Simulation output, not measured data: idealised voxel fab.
The process module presented herein is designated voxel self aligned contacts.
For reference, the cross-section in this document is cut, with width 265 nm and square cells of 5 nm.
Cross-section = grid of square cells, listed top down in bands; band = one or more rows.
The band entry comprises the height of the band's top followed by the height of its bottom, expressed in nm, and subsequently the band's materials from left to right, each stated together with its width in nm. Where a single material is marked with the word "edge to edge", that material fills the band from edge to edge. The word "empty" represents empty space.
We count height from 0. Below that, the starting wafer is all one material. The lowest band never ends at the bottom but goes on down; see "from 0 down" for how that is written.
When a width is written as two numbers, as in "30->40", the first number is the width in the top row of cells of the band and the second is the width in its bottom row, and the width changes by the same amount from each row to the next.
Key: "same as before" - step with no changed cell in the cross-section.
Enclosed voids (no open way to top), threshold 8 cells or more, entry "Closed void inventory", notation width x height at distance, distance from left edge, nm.
Anything after a step's settings on that line? It's the simulator's own note about the step.
"overlay nm", when on a step's line for a step with a mask, measures how far to the right of its planned place the mask lay; a negative measure means to the left.

[Steps planned for the process]
1,op RECEIVE | material Si
2,op CONFORMAL_DEP | material SiO2 | thk nm 5
3,op DIRECTIONAL_DEP | material polySi | thk nm 25
4,op DIRECTIONAL_DEP | material SiN | thk nm 20
5,op DIRECTIONAL_DEP | material aC | thk nm 10
6,op PATTERN | tone cover | mask id GATE | material resist | width nm 25 | pitch nm 70 | thk nm 30 | overlay nm 0
7,op DIRECTIONAL_ETCH | etch materials aC | depth nm 10
8,op STRIP | etch materials resist
9,op DIRECTIONAL_ETCH | etch materials SiN | depth nm 20
10,op DIRECTIONAL_ETCH | etch materials polySi | depth nm 25
11,op STRIP | etch materials aC
12,op CONFORMAL_DEP | material SiN | thk nm 10
13,op DIRECTIONAL_ETCH | etch materials SiN | depth nm 10
14,op FILL_DEP | material SiO2 | thk nm 15
15,op CMP | height nm 55
16,op DIRECTIONAL_DEP | material aC | thk nm 15
17,op PATTERN | tone open | mask id CONTACT | material resist | width nm 55 | thk nm 35 | overlay nm 0
18,op DIRECTIONAL_ETCH | etch materials aC | depth nm 15
19,op STRIP | etch materials resist
20,op DIRECTIONAL_ETCH | etch materials SiO2 | depth nm 55
21,op STRIP | etch materials aC
22,op CONFORMAL_DEP | material TiN | thk nm 5
23,op FILL_DEP | material Ru | thk nm 10
24,op CMP | height nm 55
25,op CONFORMAL_DEP | material SiN | thk nm 5

[Cross-section of the wafer as it came to us, i.e., already through step 1]
  from 0 down | Si edge to edge
  Closed void inventory: none

[Cross-section at module end, one run error; start and plan unchanged from above]
  from 60 to 55 | SiN edge to edge
  from 55 to 50 | Ru 70 nm | TiN 35 nm | SiO2 55 nm | TiN 35 nm | Ru 70 nm
  from 50 to 30 | Ru 70 nm | TiN 5 nm | SiN 45 nm | SiO2 25 nm | SiN 45 nm | TiN 5 nm | Ru 70 nm
  from 30 to 5 | Ru 70 nm | TiN 5 nm | SiN 10 nm | polySi 25 nm | SiN 10 nm | SiO2 25 nm | SiN 10 nm | polySi 25 nm | SiN 10 nm | TiN 5 nm | Ru 70 nm
  from 5 to 0 | TiN 75 nm | SiO2 115 nm | TiN 75 nm
  from 0 down | Si edge to edge
  Closed void inventory: none
Plan not followed: step 17 off recipe, ran as op PATTERN | tone cover | mask id CONTACT | material resist | width nm 55 | thk nm 35 | overlay nm 0
